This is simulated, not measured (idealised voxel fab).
Process module under the name voxel wiring stack
160 nm wide, 5 nm square cells: that's cross-section cut.
In this document a cross-section is written as a grid of square cells. It is given as a series of bands, listed from the top down, and a band is one or more rows of cells.
It is stipulated that each band's entry specify, in nanometres, the height of the top of the band and then that of its bottom, followed by the materials of the band in left-to-right sequence, each together with its width in nanometres. A single material marked by the word "edge to edge" is understood to fill the band from edge to edge; the word "air" is understood to denote empty space.
Below 0: as-received wafer, all one material; heights counted from there. Lowest band: no bottom, goes on down, written "z 0 and below".
The two numbers in a width such as "30->40" mark its ends across the band: the first belongs to the top row of cells, the second to the bottom row, and from each row to the next the width moves by the same amount.
"nothing got changed", as given for a step, is the statement that not any cell of the cross-section underwent a change during that step.
"Enclosed internal voids" specifies each empty space that is not open to the top and that occupies no fewer than 8 cells, using the form width x height at distance, the distance measured from the left edge and all three quantities in nm.
Past the settings on a step's line: simulator remark, on that step.
"overlay nm" on a masked step: distance the mask lay right of its planned place, negative for left.
Read the rest as pairs. Take the cross-section before one process step, then the cross-section after it, which shows only down to the lowest band that changed. Under the pair, find the step between them and its settings. Bear in mind that pairs may come from different runs of this module on the same starting wafer: link a pair to the pair above it only where its entry headed "Before this step" says to.

## Before this step
z 80 to 65 = aC 20 nm, air 15 nm, aC 35 nm, air 15 nm, aC 35 nm, air 15 nm, aC 25 nm
z 65 to 45 = SiO2 20 nm, air 15 nm, SiO2 35 nm, air 15 nm, SiO2 35 nm, air 15 nm, SiO2 25 nm
z 45 to 40 = SiCN edge to edge
z 40 to 20 = W 20 nm, SiO2 20 nm, W 30 nm, SiO2 20 nm, W 30 nm, SiO2 20 nm, W 20 nm
z 20 to 15 = TiN edge to edge
z 15 to 0 = SiO2 edge to edge
z 0 and below = Si edge to edge
Enclosed internal voids: none

## Post-Step Cross-Section
z 80 to 65 = aC 20 nm, air 15 nm, aC 35 nm, air 15 nm, aC 35 nm, air 15 nm, aC 25 nm
z 65 to 45 = SiO2 20 nm, air 15 nm, SiO2 35 nm, air 15 nm, SiO2 35 nm, air 15 nm, SiO2 25 nm
z 45 to 40 = SiCN 20 nm, air 15 nm, SiCN 35 nm, air 15 nm, SiCN 35 nm, air 15 nm, SiCN 25 nm
Unchanged below 40.
Enclosed internal voids: none
Operation between the pre and post cross-sections above: DIRECTIONAL_ETCH, etch materials SiCN, depth nm 5

Before this step: Please consult the pair immediately above; the cross-section it shows after its step is the state before this step.

## Post-Step Cross-Section
z 65 to 45 = SiO2 20 nm, air 15 nm, SiO2 35 nm, air 15 nm, SiO2 35 nm, air 15 nm, SiO2 25 nm
Unchanged below 45.
Enclosed internal voids: none
Operation between the pre and post cross-sections above: STRIP, etch materials aC

Before this step: Please consult the pair immediately above; the cross-section it shows after its step is the state before this step.

## Post-Step Cross-Section
z 70 to 65 = TiN 20 nm, air 15 nm, TiN 35 nm, air 15 nm, TiN 35 nm, air 15 nm, TiN 25 nm
z 65 to 45 = SiO2 20 nm, air 15 nm, SiO2 35 nm, air 15 nm, SiO2 35 nm, air 15 nm, SiO2 25 nm
z 45 to 40 = SiCN 20 nm, TiN 15 nm, SiCN 35 nm, TiN 15 nm, SiCN 35 nm, TiN 15 nm, SiCN 25 nm
Unchanged below 40.
Enclosed internal voids: none
Operation between the pre and post cross-sections above: DIRECTIONAL_DEP, material TiN, thk nm 5

Before this step: Please consult the pair immediately above; the cross-section it shows after its step is the state before this step.

## Post-Step Cross-Section
z 95 to 70 = Ru 20 nm, air 15 nm, Ru 35 nm, air 15 nm, Ru 35 nm, air 15 nm, Ru 25 nm
z 70 to 65 = TiN 20 nm, Ru 15 nm, TiN 35 nm, Ru 15 nm, TiN 35 nm, Ru 15 nm, TiN 25 nm
z 65 to 45 = SiO2 20 nm, Ru 15 nm, SiO2 35 nm, Ru 15 nm, SiO2 35 nm, Ru 15 nm, SiO2 25 nm
Unchanged below 45.
Enclosed internal voids: none
Operation between the pre and post cross-sections above: DIRECTIONAL_DEP, material Ru, thk nm 25

Before this step: Please consult the pair immediately above; the cross-section it shows after its step is the state before this step.

## Post-Step Cross-Section
z 110 to 95 = air 20 nm, resist 20 nm, air 30 nm, resist 20 nm, air 30 nm, resist 20 nm, air 20 nm
z 95 to 70 = Ru 20 nm, resist 15 nm, Ru 35 nm, resist 15 nm, Ru 35 nm, resist 15 nm, Ru 25 nm
Unchanged below 70.
Enclosed internal voids: none
Operation between the pre and post cross-sections above: PATTERN, tone cover, mask id METAL_2, material resist, width nm 20, pitch nm 50, thk nm 15, overlay nm 0

Before this step: Please consult the pair immediately above; the cross-section it shows after its step is the state before this step.

## Post-Step Cross-Section
z 110 to 95 = air 20 nm, resist 20 nm, air 30 nm, resist 20 nm, air 30 nm, resist 20 nm, air 20 nm
z 95 to 70 = air 20 nm, resist 15 nm, Ru 5 nm, air 30 nm, resist 15 nm, Ru 5 nm, air 30 nm, resist 15 nm, Ru 5 nm, air 20 nm
Unchanged below 70.
Enclosed internal voids: none
Operation between the pre and post cross-sections above: DIRECTIONAL_ETCH, etch materials Ru, depth nm 25

Before this step: Please consult the pair immediately above; the cross-section it shows after its step is the state before this step.

## Post-Step Cross-Section
z 110 to 95 = air 20 nm, resist 20 nm, air 30 nm, resist 20 nm, air 30 nm, resist 20 nm, air 20 nm
z 95 to 70 = air 20 nm, resist 15 nm, Ru 5 nm, air 30 nm, resist 15 nm, Ru 5 nm, air 30 nm, resist 15 nm, Ru 5 nm, air 20 nm
z 70 to 65 = air 20 nm, Ru 15 nm, TiN 5 nm, air 30 nm, Ru 15 nm, TiN 5 nm, air 30 nm, Ru 15 nm, TiN 5 nm, air 20 nm
Unchanged below 65.
Enclosed internal voids: none
Operation between the pre and post cross-sections above: DIRECTIONAL_ETCH, etch materials TiN, depth nm 5

Before this step: Please consult the pair immediately above; the cross-section it shows after its step is the state before this step.

## Post-Step Cross-Section
z 95 to 70 = air 35 nm, Ru 5 nm, air 45 nm, Ru 5 nm, air 45 nm, Ru 5 nm, air 20 nm
Unchanged below 70.
Enclosed internal voids: none
Operation between the pre and post cross-sections above: STRIP, etch materials resist

Before this step: Please consult the pair immediately above; the cross-section it shows after its step is the state before this step.

## Post-Step Cross-Section
z 105 to 95 = SiO2 edge to edge
z 95 to 70 = SiO2 35 nm, Ru 5 nm, SiO2 45 nm, Ru 5 nm, SiO2 45 nm, Ru 5 nm, SiO2 20 nm
z 70 to 65 = SiO2 20 nm, Ru 15 nm, TiN 5 nm, SiO2 30 nm, Ru 15 nm, TiN 5 nm, SiO2 30 nm, Ru 15 nm, TiN 5 nm, SiO2 20 nm
Unchanged below 65.
Enclosed internal voids: none
Operation between the pre and post cross-sections above: FILL_DEP, material SiO2, thk nm 10

Before this step: Please consult the pair immediately above; the cross-section it shows after its step is the state before this step.

## Post-Step Cross-Section
z 95 to 70 = SiO2 35 nm, Ru 5 nm, SiO2 45 nm, Ru 5 nm, SiO2 45 nm, Ru 5 nm, SiO2 20 nm
Unchanged below 70.
Enclosed internal voids: none
Operation between the pre and post cross-sections above: CMP, height nm 95

Before this step: Please consult the pair immediately above; the cross-section it shows after its step is the state before this step.

## Post-Step Cross-Section
z 100 to 95 = SiCN edge to edge
Unchanged below 95.
Enclosed internal voids: none
Operation between the pre and post cross-sections above: CONFORMAL_DEP, material SiCN, thk nm 5
